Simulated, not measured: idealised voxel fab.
Process module heading - voxel self aligned vias
Section cut is 255 nm wide and gridded with 5 nm square cells.
Cross-section, as written here: a square-cell grid given band by band from the top down, where a band holds one or more rows of cells. First you get the band's top height and its bottom height, in nm, and then the materials it's made of, left to right, with each width in nm. If you see a single material with "full width", that one covers the band edge to edge. "empty" is empty space. It should be noted that heights are counted from 0, beneath which the wafer as supplied is of one material throughout, and that the lowest band possesses no lower boundary but continues downward, as written in "0 nm and below". A width such as "30 to 40" changes by the same amount from each row of cells to the next, from the band's top row to its bottom row. Take "nothing different" at face value: in the step it is given for, the cross-section changed in none of its cells. What "Closed void table" gives you is every empty space of 8 cells or more that is cut off from the top. Each appears as width x height at distance, with the distance taken from the left edge and width, height and distance all in nm. after a step's settings: what the simulator itself notes on the step. "overlay nm" on a masked step: distance the mask lay right of its planned place, negative for left.

## Planned step list for the process
1: RECEIVE: material Si
2: CONFORMAL_DEP: material SiO2, thk nm 10
3: CONFORMAL_DEP: material SiCN, thk nm 5
4: DIRECTIONAL_DEP: material lowk, thk nm 25
5: PATTERN: tone open, mask id LINES, material resist, width nm 25, pitch nm 55, thk nm 20, overlay nm 0
6: DIRECTIONAL_ETCH: etch materials lowk, depth nm 25
7: STRIP: etch materials resist
8: CONFORMAL_DEP: material TiN, thk nm 5
9: FILL_DEP: material Ru, thk nm 10
10: CMP: height nm 40
11: SELECTIVE_ETCH: etch materials W Ru TiN, depth nm 5
12: FILL_DEP: material SiN, thk nm 10
13: CMP: height nm 40
14: DIRECTIONAL_DEP: material lowk, thk nm 15
15: DIRECTIONAL_DEP: material aC, thk nm 15
16: PATTERN: tone open, mask id VIAS, material resist, width nm 35, pitch nm 55, thk nm 30, overlay nm 0
17: DIRECTIONAL_ETCH: etch materials aC, depth nm 15
18: STRIP: etch materials resist
19: DIRECTIONAL_ETCH: etch materials lowk, depth nm 15
20: DIRECTIONAL_ETCH: etch materials SiN, depth nm 5
21: STRIP: etch materials aC
22: CONFORMAL_DEP: material TiN, thk nm 5
23: FILL_DEP: material Cu, thk nm 10
24: CMP: height nm 55
25: CONFORMAL_DEP: material SiCN, thk nm 5

## Of two wafers, the first: run according to plan

## As-received wafer cross-section (after step 1)
> 0 nm and below: Si full width
> Closed void table: none

## Cross-section of the wafer after step 2
> 10 nm to 0 nm: SiO2 full width
> Note: structure below 0 unchanged.

## Cross-section of the wafer after step 3
> 15 nm to 10 nm: SiCN full width
> Note: structure below 10 unchanged.

## Cross-section of the wafer after step 4
> 40 nm to 15 nm: lowk full width
> Note: structure below 15 unchanged.

## Cross-section of the wafer after step 5
> 60 nm to 40 nm: 85 of resist / 25 of empty / 30 of resist / 25 of empty / 90 of resist
> Note: structure below 40 unchanged.

## Cross-section of the wafer after step 6
> 60 nm to 40 nm: 85 of resist / 25 of empty / 30 of resist / 25 of empty / 90 of resist
> 40 nm to 15 nm: 85 of lowk / 25 of empty / 30 of lowk / 25 of empty / 90 of lowk
> Note: structure below 15 unchanged.

## Cross-section of the wafer after step 7
> 40 nm to 15 nm: 85 of lowk / 25 of empty / 30 of lowk / 25 of empty / 90 of lowk
> Note: structure below 15 unchanged.

## Cross-section of the wafer after step 8
> 45 nm to 40 nm: 90 of TiN / 15 of empty / 40 of TiN / 15 of empty / 95 of TiN
> 40 nm to 20 nm: 85 of lowk / 5 of TiN / 15 of empty / 5 of TiN / 30 of lowk / 5 of TiN / 15 of empty / 5 of TiN / 90 of lowk
> 20 nm to 15 nm: 85 of lowk / 25 of TiN / 30 of lowk / 25 of TiN / 90 of lowk
> Note: structure below 15 unchanged.

## Cross-section of the wafer after step 9
> 55 nm to 45 nm: Ru full width
> 45 nm to 40 nm: 90 of TiN / 15 of Ru / 40 of TiN / 15 of Ru / 95 of TiN
> 40 nm to 20 nm: 85 of lowk / 5 of TiN / 15 of Ru / 5 of TiN / 30 of lowk / 5 of TiN / 15 of Ru / 5 of TiN / 90 of lowk
> Note: structure below 20 unchanged.

## Cross-section of the wafer after step 10
> 40 nm to 20 nm: 85 of lowk / 5 of TiN / 15 of Ru / 5 of TiN / 30 of lowk / 5 of TiN / 15 of Ru / 5 of TiN / 90 of lowk
> Note: structure below 20 unchanged.

## Cross-section of the wafer after step 11
> 40 nm to 35 nm: 85 of lowk / 25 of empty / 30 of lowk / 25 of empty / 90 of lowk
> Note: structure below 35 unchanged.

## Cross-section of the wafer after step 12
> 50 nm to 40 nm: SiN full width
> 40 nm to 35 nm: 85 of lowk / 25 of SiN / 30 of lowk / 25 of SiN / 90 of lowk
> Note: structure below 35 unchanged.

## Cross-section of the wafer after step 13
> 40 nm to 35 nm: 85 of lowk / 25 of SiN / 30 of lowk / 25 of SiN / 90 of lowk
> Note: structure below 35 unchanged.

## Cross-section of the wafer after step 14
> 55 nm to 40 nm: lowk full width
> Note: structure below 40 unchanged.

## Cross-section of the wafer after step 15
> 70 nm to 55 nm: aC full width
> Note: structure below 55 unchanged.

## Cross-section of the wafer after step 16
> 100 nm to 70 nm: 80 of resist / 35 of empty / 20 of resist / 35 of empty / 85 of resist
> Note: structure below 70 unchanged.

## Cross-section of the wafer after step 17
> 85 nm to 70 nm: 80 of resist / 35 of empty / 20 of resist / 35 of empty / 85 of resist
> 70 nm to 55 nm: 80 of aC / 35 of empty / 20 of aC / 35 of empty / 85 of aC
> Note: structure below 55 unchanged.

## Cross-section of the wafer after step 18
> 70 nm to 55 nm: 80 of aC / 35 of empty / 20 of aC / 35 of empty / 85 of aC
> Note: structure below 55 unchanged.

## Cross-section of the wafer after step 19
> 70 nm to 55 nm: 80 of aC / 35 of empty / 20 of aC / 35 of empty / 85 of aC
> 55 nm to 40 nm: 80 of lowk / 35 of empty / 20 of lowk / 35 of empty / 85 of lowk
> Note: structure below 40 unchanged.

## Cross-section of the wafer after step 20
> 70 nm to 55 nm: 80 of aC / 35 of empty / 20 of aC / 35 of empty / 85 of aC
> 55 nm to 40 nm: 80 of lowk / 35 of empty / 20 of lowk / 35 of empty / 85 of lowk
> 40 nm to 35 nm: 85 of lowk / 25 of empty / 30 of lowk / 25 of empty / 90 of lowk
> Note: structure below 35 unchanged.

## Cross-section of the wafer after step 21
> 55 nm to 40 nm: 80 of lowk / 35 of empty / 20 of lowk / 35 of empty / 85 of lowk
> Note: structure below 40 unchanged.

## Cross-section of the wafer after step 22
> 60 nm to 55 nm: 85 of TiN / 25 of empty / 30 of TiN / 25 of empty / 90 of TiN
> 55 nm to 45 nm: 80 of lowk / 5 of TiN / 25 of empty / 5 of TiN / 20 of lowk / 5 of TiN / 25 of empty / 5 of TiN / 85 of lowk
> 45 nm to 40 nm: 80 of lowk / 10 of TiN / 15 of empty / 10 of TiN / 20 of lowk / 10 of TiN / 15 of empty / 10 of TiN / 85 of lowk
> 40 nm to 35 nm: 85 of lowk / 25 of TiN / 30 of lowk / 25 of TiN / 90 of lowk
> Note: structure below 35 unchanged.

## Cross-section of the wafer after step 23
> 70 nm to 60 nm: Cu full width
> 60 nm to 55 nm: 85 of TiN / 25 of Cu / 30 of TiN / 25 of Cu / 90 of TiN
> 55 nm to 45 nm: 80 of lowk / 5 of TiN / 25 of Cu / 5 of TiN / 20 of lowk / 5 of TiN / 25 of Cu / 5 of TiN / 85 of lowk
> 45 nm to 40 nm: 80 of lowk / 10 of TiN / 15 of Cu / 10 of TiN / 20 of lowk / 10 of TiN / 15 of Cu / 10 of TiN / 85 of lowk
> Note: structure below 40 unchanged.

## Cross-section of the wafer after step 24
> 55 nm to 45 nm: 80 of lowk / 5 of TiN / 25 of Cu / 5 of TiN / 20 of lowk / 5 of TiN / 25 of Cu / 5 of TiN / 85 of lowk
> Note: structure below 45 unchanged.

## Cross-section of the wafer after step 25
> 60 nm to 55 nm: SiCN full width
> Note: structure below 55 unchanged.

## Here the second wafer is described. Its start and its plan were those of the first wafer. Its run contained one mistake. Up to and including step 15, it did exactly what the first wafer did

## Second wafer, cross-section, planned end of step 16
> 100 nm to 70 nm: 85 of resist / 25 of empty / 30 of resist / 25 of empty / 90 of resist
> Note: structure below 70 unchanged.

## Second wafer, cross-section, planned end of step 17
> 85 nm to 70 nm: 85 of resist / 25 of empty / 30 of resist / 25 of empty / 90 of resist
> 70 nm to 55 nm: 85 of aC / 25 of empty / 30 of aC / 25 of empty / 90 of aC
> Note: structure below 55 unchanged.

## Second wafer, cross-section, planned end of step 18
> 70 nm to 55 nm: 85 of aC / 25 of empty / 30 of aC / 25 of empty / 90 of aC
> Note: structure below 55 unchanged.

## Second wafer, cross-section, planned end of step 19
> 70 nm to 55 nm: 85 of aC / 25 of empty / 30 of aC / 25 of empty / 90 of aC
> 55 nm to 40 nm: 85 of lowk / 25 of empty / 30 of lowk / 25 of empty / 90 of lowk
> Note: structure below 40 unchanged.

## Second wafer, cross-section, planned end of step 20
> 70 nm to 55 nm: 85 of aC / 25 of empty / 30 of aC / 25 of empty / 90 of aC
> 55 nm to 35 nm: 85 of lowk / 25 of empty / 30 of lowk / 25 of empty / 90 of lowk
> Note: structure below 35 unchanged.

## Second wafer, cross-section, planned end of step 21
> 55 nm to 35 nm: 85 of lowk / 25 of empty / 30 of lowk / 25 of empty / 90 of lowk
> Note: structure below 35 unchanged.

## Second wafer, cross-section, planned end of step 22
> 60 nm to 55 nm: 90 of TiN / 15 of empty / 40 of TiN / 15 of empty / 95 of TiN
> 55 nm to 40 nm: 85 of lowk / 5 of TiN / 15 of empty / 5 of TiN / 30 of lowk / 5 of TiN / 15 of empty / 5 of TiN / 90 of lowk
> 40 nm to 35 nm: 85 of lowk / 25 of TiN / 30 of lowk / 25 of TiN / 90 of lowk
> Note: structure below 35 unchanged.

## Second wafer, cross-section, planned end of step 23
> 70 nm to 60 nm: Cu full width
> 60 nm to 55 nm: 90 of TiN / 15 of Cu / 40 of TiN / 15 of Cu / 95 of TiN
> 55 nm to 40 nm: 85 of lowk / 5 of TiN / 15 of Cu / 5 of TiN / 30 of lowk / 5 of TiN / 15 of Cu / 5 of TiN / 90 of lowk
> Note: structure below 40 unchanged.

## Second wafer, cross-section, planned end of step 24
> 55 nm to 40 nm: 85 of lowk / 5 of TiN / 15 of Cu / 5 of TiN / 30 of lowk / 5 of TiN / 15 of Cu / 5 of TiN / 90 of lowk
> Note: structure below 40 unchanged.

## Second wafer, cross-section, planned end of step 25
> 60 nm to 55 nm: SiCN full width
> Note: structure below 55 unchanged.
Plan not followed: step 16, actual vs plan mismatch, actual run PATTERN: tone open, mask id VIAS, material resist, width nm 25, pitch nm 55, thk nm 30, overlay nm 0
Heads up, by the end the second wafer has more or fewer cells of some materials compared to the first: 8 fewer of Cu | 4 fewer of TiN | 12 more of lowk
